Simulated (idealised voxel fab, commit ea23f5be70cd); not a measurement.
This section sets out a process module, namely voxel wiring stack.
The cross-section shown here is cut; it is 255 nm wide and divided into square cells measuring 5 nm on a side.
Bands, listed from the top down, are how a cross-section gets written in this document; the cross-section itself is a grid of square cells, and a band is one or more rows of them. The entry gives the band's vertical extent as a top height and a bottom height in nm, then its horizontal make-up as materials from left to right, each with a width in nm. "blank" stands for empty space; a single material marked "throughout" fills the band edge to edge. Basically, 0 is our baseline, since under it the wafer straight out of the box is all one material. The bottom band has no lower end and keeps on going down, so it looks like "0..down". The notation "30 to 40" denotes a width that varies across the rows of cells in the band, beginning at the first number in the top row, finishing at the second number in the bottom row, and changing by an identical amount from each row to the next. "nothing changed", as given for a step, is the statement that not any cell of the cross-section underwent a change during that step. Entry "Closed voids list". Content: empty spaces with no open connection to the top, size 8 cells or greater. Each: width x height at distance. Distance: from left edge. Unit: nm. Where a step's line continues beyond its settings, the continuation is a remark by the simulator itself on that step. If you see "overlay nm" on a step's line and that step has a mask, it's telling you how far right of where it was planned the mask ended up; a negative number means it went left instead.

## List of planned process steps
- 1: RECEIVE: material Si
- 2: CONFORMAL_DEP: material SiO2, thk nm 10
- 3: DIRECTIONAL_DEP: material TiN, thk nm 5
- 4: DIRECTIONAL_DEP: material Ru, thk nm 25
- 5: PATTERN: tone cover, mask id METAL_1, material resist, width nm 25, pitch nm 45, thk nm 20, overlay nm 0
- 6: DIRECTIONAL_ETCH: etch materials Ru, depth nm 25
- 7: DIRECTIONAL_ETCH: etch materials TiN, depth nm 5
- 8: STRIP: etch materials resist
- 9: CONFORMAL_DEP: material SiN, thk nm 5
- 10: FILL_DEP: material lowk, thk nm 5
- 11: CMP: height nm 40
- 12: CONFORMAL_DEP: material SiCN, thk nm 5
- 13: DIRECTIONAL_DEP: material lowk, thk nm 25
- 14: PATTERN: tone open, mask id METAL_2, material resist, width nm 25, pitch nm 45, thk nm 20, overlay nm 0
- 15: DIRECTIONAL_ETCH: etch materials lowk, depth nm 15
- 16: STRIP: etch materials resist
- 17: PATTERN: tone open, mask id METAL_2_HOLES, material resist, width nm 15, pitch nm 45, thk nm 20, overlay nm 0
- 18: DIRECTIONAL_ETCH: etch materials lowk, depth nm 10
- 19: DIRECTIONAL_ETCH: etch materials SiCN, depth nm 5
- 20: STRIP: etch materials resist
- 21: CONFORMAL_DEP: material TiN, thk nm 5
- 22: FILL_DEP: material Cu, thk nm 5
- 23: CMP: height nm 70
- 24: CONFORMAL_DEP: material SiN, thk nm 5

## Run as planned: first of two wafers

## Here's what the wafer looked like in cross-section when it arrived - that's after step 1
	0..down = Si throughout
	Closed voids list: none

## The wafer in cross-section once step 2 is complete
	10..0 = SiO2 throughout
	Under 0: no change, same as before.

## The wafer in cross-section once step 3 is complete
	15..10 = TiN throughout
	Under 10: no change, same as before.

## The wafer in cross-section once step 4 is complete
	40..15 = Ru throughout
	Under 15: no change, same as before.

## The wafer in cross-section once step 5 is complete
	60..40 = blank (45), then resist (25), then blank (20), then resist (25), then blank (20), then resist (25), then blank (20), then resist (25), then blank (50)
	Under 40: no change, same as before.

## The wafer in cross-section once step 6 is complete
	60..40 = blank (45), then resist (25), then blank (20), then resist (25), then blank (20), then resist (25), then blank (20), then resist (25), then blank (50)
	40..15 = blank (45), then Ru (25), then blank (20), then Ru (25), then blank (20), then Ru (25), then blank (20), then Ru (25), then blank (50)
	Under 15: no change, same as before.

## The wafer in cross-section once step 7 is complete
	60..40 = blank (45), then resist (25), then blank (20), then resist (25), then blank (20), then resist (25), then blank (20), then resist (25), then blank (50)
	40..15 = blank (45), then Ru (25), then blank (20), then Ru (25), then blank (20), then Ru (25), then blank (20), then Ru (25), then blank (50)
	15..10 = blank (45), then TiN (25), then blank (20), then TiN (25), then blank (20), then TiN (25), then blank (20), then TiN (25), then blank (50)
	Under 10: no change, same as before.

## The wafer in cross-section once step 8 is complete
	40..15 = blank (45), then Ru (25), then blank (20), then Ru (25), then blank (20), then Ru (25), then blank (20), then Ru (25), then blank (50)
	Under 15: no change, same as before.

## The wafer in cross-section once step 9 is complete
	45..40 = blank (40), then SiN (35), then blank (10), then SiN (35), then blank (10), then SiN (35), then blank (10), then SiN (35), then blank (45)
	40..15 = blank (40), then SiN (5), then Ru (25), then SiN (5), then blank (10), then SiN (5), then Ru (25), then SiN (5), then blank (10), then SiN (5), then Ru (25), then SiN (5), then blank (10), then SiN (5), then Ru (25), then SiN (5), then blank (45)
	15..10 = SiN (45), then TiN (25), then SiN (20), then TiN (25), then SiN (20), then TiN (25), then SiN (20), then TiN (25), then SiN (50)
	Under 10: no change, same as before.

## The wafer in cross-section once step 10 is complete
	50..45 = lowk throughout
	45..40 = lowk (40), then SiN (35), then lowk (10), then SiN (35), then lowk (10), then SiN (35), then lowk (10), then SiN (35), then lowk (45)
	40..15 = lowk (40), then SiN (5), then Ru (25), then SiN (5), then lowk (10), then SiN (5), then Ru (25), then SiN (5), then lowk (10), then SiN (5), then Ru (25), then SiN (5), then lowk (10), then SiN (5), then Ru (25), then SiN (5), then lowk (45)
	Under 15: no change, same as before.

## The wafer in cross-section once step 11 is complete
	40..15 = lowk (40), then SiN (5), then Ru (25), then SiN (5), then lowk (10), then SiN (5), then Ru (25), then SiN (5), then lowk (10), then SiN (5), then Ru (25), then SiN (5), then lowk (10), then SiN (5), then Ru (25), then SiN (5), then lowk (45)
	Under 15: no change, same as before.

## The wafer in cross-section once step 12 is complete
	45..40 = SiCN throughout
	Under 40: no change, same as before.

## The wafer in cross-section once step 13 is complete
	70..45 = lowk throughout
	Under 45: no change, same as before.

## The wafer in cross-section once step 14 is complete
	90..70 = resist (45), then blank (25), then resist (20), then blank (25), then resist (20), then blank (25), then resist (20), then blank (25), then resist (50)
	Under 70: no change, same as before.

## The wafer in cross-section once step 15 is complete
	90..70 = resist (45), then blank (25), then resist (20), then blank (25), then resist (20), then blank (25), then resist (20), then blank (25), then resist (50)
	70..55 = lowk (45), then blank (25), then lowk (20), then blank (25), then lowk (20), then blank (25), then lowk (20), then blank (25), then lowk (50)
	Under 55: no change, same as before.

## The wafer in cross-section once step 16 is complete
	70..55 = lowk (45), then blank (25), then lowk (20), then blank (25), then lowk (20), then blank (25), then lowk (20), then blank (25), then lowk (50)
	Under 55: no change, same as before.

## The wafer in cross-section once step 17 is complete
	90..70 = resist (45), then blank (15), then resist (30), then blank (15), then resist (30), then blank (15), then resist (30), then blank (15), then resist (60)
	70..55 = lowk (45), then blank (15), then resist (10), then lowk (20), then blank (15), then resist (10), then lowk (20), then blank (15), then resist (10), then lowk (20), then blank (15), then resist (10), then lowk (50)
	Under 55: no change, same as before.

## The wafer in cross-section once step 18 is complete
	90..70 = resist (45), then blank (15), then resist (30), then blank (15), then resist (30), then blank (15), then resist (30), then blank (15), then resist (60)
	70..55 = lowk (45), then blank (15), then resist (10), then lowk (20), then blank (15), then resist (10), then lowk (20), then blank (15), then resist (10), then lowk (20), then blank (15), then resist (10), then lowk (50)
	55..45 = lowk (45), then blank (15), then lowk (30), then blank (15), then lowk (30), then blank (15), then lowk (30), then blank (15), then lowk (60)
	Under 45: no change, same as before.

## The wafer in cross-section once step 19 is complete
	90..70 = resist (45), then blank (15), then resist (30), then blank (15), then resist (30), then blank (15), then resist (30), then blank (15), then resist (60)
	70..55 = lowk (45), then blank (15), then resist (10), then lowk (20), then blank (15), then resist (10), then lowk (20), then blank (15), then resist (10), then lowk (20), then blank (15), then resist (10), then lowk (50)
	55..45 = lowk (45), then blank (15), then lowk (30), then blank (15), then lowk (30), then blank (15), then lowk (30), then blank (15), then lowk (60)
	45..40 = SiCN (45), then blank (15), then SiCN (30), then blank (15), then SiCN (30), then blank (15), then SiCN (30), then blank (15), then SiCN (60)
	Under 40: no change, same as before.

## The wafer in cross-section once step 20 is complete
	70..55 = lowk (45), then blank (25), then lowk (20), then blank (25), then lowk (20), then blank (25), then lowk (20), then blank (25), then lowk (50)
	Under 55: no change, same as before.

## The wafer in cross-section once step 21 is complete
	75..70 = TiN (50), then blank (15), then TiN (30), then blank (15), then TiN (30), then blank (15), then TiN (30), then blank (15), then TiN (55)
	70..60 = lowk (45), then TiN (5), then blank (15), then TiN (5), then lowk (20), then TiN (5), then blank (15), then TiN (5), then lowk (20), then TiN (5), then blank (15), then TiN (5), then lowk (20), then TiN (5), then blank (15), then TiN (5), then lowk (50)
	60..55 = lowk (45), then TiN (5), then blank (5), then TiN (15), then lowk (20), then TiN (5), then blank (5), then TiN (15), then lowk (20), then TiN (5), then blank (5), then TiN (15), then lowk (20), then TiN (5), then blank (5), then TiN (15), then lowk (50)
	55..45 = lowk (45), then TiN (5), then blank (5), then TiN (5), then lowk (30), then TiN (5), then blank (5), then TiN (5), then lowk (30), then TiN (5), then blank (5), then TiN (5), then lowk (30), then TiN (5), then blank (5), then TiN (5), then lowk (60)
	45..40 = SiCN (45), then TiN (15), then SiCN (30), then TiN (15), then SiCN (30), then TiN (15), then SiCN (30), then TiN (15), then SiCN (60)
	Under 40: no change, same as before.

## The wafer in cross-section once step 22 is complete
	80..75 = Cu throughout
	75..70 = TiN (50), then Cu (15), then TiN (30), then Cu (15), then TiN (30), then Cu (15), then TiN (30), then Cu (15), then TiN (55)
	70..60 = lowk (45), then TiN (5), then Cu (15), then TiN (5), then lowk (20), then TiN (5), then Cu (15), then TiN (5), then lowk (20), then TiN (5), then Cu (15), then TiN (5), then lowk (20), then TiN (5), then Cu (15), then TiN (5), then lowk (50)
	60..55 = lowk (45), then TiN (5), then Cu (5), then TiN (15), then lowk (20), then TiN (5), then Cu (5), then TiN (15), then lowk (20), then TiN (5), then Cu (5), then TiN (15), then lowk (20), then TiN (5), then Cu (5), then TiN (15), then lowk (50)
	55..45 = lowk (45), then TiN (5), then Cu (5), then TiN (5), then lowk (30), then TiN (5), then Cu (5), then TiN (5), then lowk (30), then TiN (5), then Cu (5), then TiN (5), then lowk (30), then TiN (5), then Cu (5), then TiN (5), then lowk (60)
	Under 45: no change, same as before.

## The wafer in cross-section once step 23 is complete
	70..60 = lowk (45), then TiN (5), then Cu (15), then TiN (5), then lowk (20), then TiN (5), then Cu (15), then TiN (5), then lowk (20), then TiN (5), then Cu (15), then TiN (5), then lowk (20), then TiN (5), then Cu (15), then TiN (5), then lowk (50)
	Under 60: no change, same as before.

## The wafer in cross-section once step 24 is complete
	75..70 = SiN throughout
	Under 70: no change, same as before.

## Second wafer: same start and same plan as the first, one execution error; identical to the first through step 16

Second wafer profile in section, at the moment step 17 of the plan was meant to be complete: nothing changed

## Second wafer profile in section, at the moment step 18 of the plan was meant to be complete
	60..45 = lowk (45), then blank (25), then lowk (20), then blank (25), then lowk (20), then blank (25), then lowk (20), then blank (25), then lowk (50)
	Under 45: no change, same as before.

## Second wafer profile in section, at the moment step 19 of the plan was meant to be complete
	60..45 = lowk (45), then blank (25), then lowk (20), then blank (25), then lowk (20), then blank (25), then lowk (20), then blank (25), then lowk (50)
	45..40 = SiCN (45), then blank (25), then SiCN (20), then blank (25), then SiCN (20), then blank (25), then SiCN (20), then blank (25), then SiCN (50)
	Under 40: no change, same as before.

Second wafer profile in section, at the moment step 20 of the plan was meant to be complete: nothing changed

## Second wafer profile in section, at the moment step 21 of the plan was meant to be complete
	65..60 = TiN (50), then blank (15), then TiN (30), then blank (15), then TiN (30), then blank (15), then TiN (30), then blank (15), then TiN (55)
	60..45 = lowk (45), then TiN (5), then blank (15), then TiN (5), then lowk (20), then TiN (5), then blank (15), then TiN (5), then lowk (20), then TiN (5), then blank (15), then TiN (5), then lowk (20), then TiN (5), then blank (15), then TiN (5), then lowk (50)
	45..40 = SiCN (45), then TiN (25), then SiCN (20), then TiN (25), then SiCN (20), then TiN (25), then SiCN (20), then TiN (25), then SiCN (50)
	Under 40: no change, same as before.

## Second wafer profile in section, at the moment step 22 of the plan was meant to be complete
	70..65 = Cu throughout
	65..60 = TiN (50), then Cu (15), then TiN (30), then Cu (15), then TiN (30), then Cu (15), then TiN (30), then Cu (15), then TiN (55)
	60..45 = lowk (45), then TiN (5), then Cu (15), then TiN (5), then lowk (20), then TiN (5), then Cu (15), then TiN (5), then lowk (20), then TiN (5), then Cu (15), then TiN (5), then lowk (20), then TiN (5), then Cu (15), then TiN (5), then lowk (50)
	Under 45: no change, same as before.

Second wafer profile in section, at the moment step 23 of the plan was meant to be complete: nothing changed

## Second wafer profile in section, at the moment step 24 of the plan was meant to be complete
	75..70 = SiN throughout
	Under 70: no change, same as before.
Plan not followed: step 17 of the plan was bypassed and not carried out
Count the cells at the end and the second wafer has more or fewer of some materials than the first: Cu +63, SiCN -8, TiN +23, lowk -78
